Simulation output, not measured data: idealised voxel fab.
Proc. module: voxel ribs on slabs
For reference, the cross-section in this document is cut, with width 155 nm and square cells of 5 nm.
Heads up, the way a cross-section reads in here is a grid of square cells, handed over as bands from the top down, with every band being one or more rows of cells. Quick guide to a band line: top height, bottom height (nm) up front; then every material left to right with its width in nm. Only one material and it's marked "all across"? Then it fills the band edge to edge. And "blank" just means empty space. Height 0 is the level under which the wafer as received is all one material. The lowest band goes on downwards, as in "z 0 and below". Read "30 to 40" as a graded width: first number on top, second number at the bottom, same change between each pair of neighbouring rows. "remains unaltered" (step): cross-section cells unchanged, all of them. The list in "Voids lacking openings" covers empty spaces of 8 cells or more that cannot reach the top through any open way, and it gives each as width x height at distance; the distance is from the left edge, and width, height and distance are in nm. Post-settings text on a step line: simulator's own remark regarding the step. overlay nm: mask right of planned place by this much (step with mask). Neg. = left.
Set out below are the planned steps of the process:
- 1: RECEIVE (material Si)
- 2: DIRECTIONAL_DEP (material SiO2; thk nm 25)
- 3: DIRECTIONAL_DEP (material SiN; thk nm 20)
- 4: DIRECTIONAL_DEP (material aC; thk nm 10)
- 5: PATTERN (tone cover; mask id RIB; material resist; width nm 30; thk nm 25; overlay nm 0)
- 6: DIRECTIONAL_ETCH (etch materials aC; depth nm 10)
- 7: STRIP (etch materials resist)
- 8: DIRECTIONAL_ETCH (etch materials SiN; depth nm 5)
- 9: STRIP (etch materials aC)
- 10: MASKED_ETCH (tone cover; mask id SLAB; width nm 90; etch materials SiN; depth nm 15; overlay nm 0)
- 11: FILL_DEP (material SiO2; thk nm 25)
- 12: CMP (height nm 60)
- 13: DIRECTIONAL_DEP (material W; thk nm 5)
- 14: DIRECTIONAL_DEP (material aC; thk nm 15)
- 15: PATTERN (tone cover; mask id HEATER; material resist; width nm 40; thk nm 30; overlay nm 0)
- 16: DIRECTIONAL_ETCH (etch materials aC; depth nm 15)
- 17: STRIP (etch materials resist)
- 18: DIRECTIONAL_ETCH (etch materials W; depth nm 5)
- 19: STRIP (etch materials aC)
- 20: CONFORMAL_DEP (material SiO2; thk nm 10)
Cross-section: wafer on arrival = after step 1:
    z 0 and below  Si all across
    Voids lacking openings: none
Here's the cross-section of the first of our two wafers at the end of the module - it ran as planned:
    z 75 to 70  blank=45 / SiO2=60 / blank=50
    z 70 to 65  SiO2 all across
    z 65 to 60  SiO2=55 / W=40 / SiO2=60
    z 60 to 45  SiO2 all across
    z 45 to 40  SiO2=60 / SiN=30 / SiO2=65
    z 40 to 25  SiO2=30 / SiN=90 / SiO2=35
    z 25 to 0  SiO2 all across
    z 0 and below  Si all across
    Voids lacking openings: none
Second wafer at the end: like start, like plan, one mistake:
    z 75 to 70  blank=50 / SiO2=55 / blank=50
    z 70 to 65  SiO2 all across
    z 65 to 60  SiO2=60 / W=35 / SiO2=60
    z 60 to 45  SiO2 all across
    z 45 to 40  SiO2=60 / SiN=30 / SiO2=65
    z 40 to 25  SiO2=30 / SiN=90 / SiO2=35
    z 25 to 0  SiO2 all across
    z 0 and below  Si all across
    Voids lacking openings: none
Misprocessing identified: step 15 changed vs plan, executed as PATTERN (tone cover; mask id HEATER; material resist; width nm 35; thk nm 30; overlay nm 0)
End of process, cell counts, second wafer against first, materials with more or fewer: W: 1 fewer
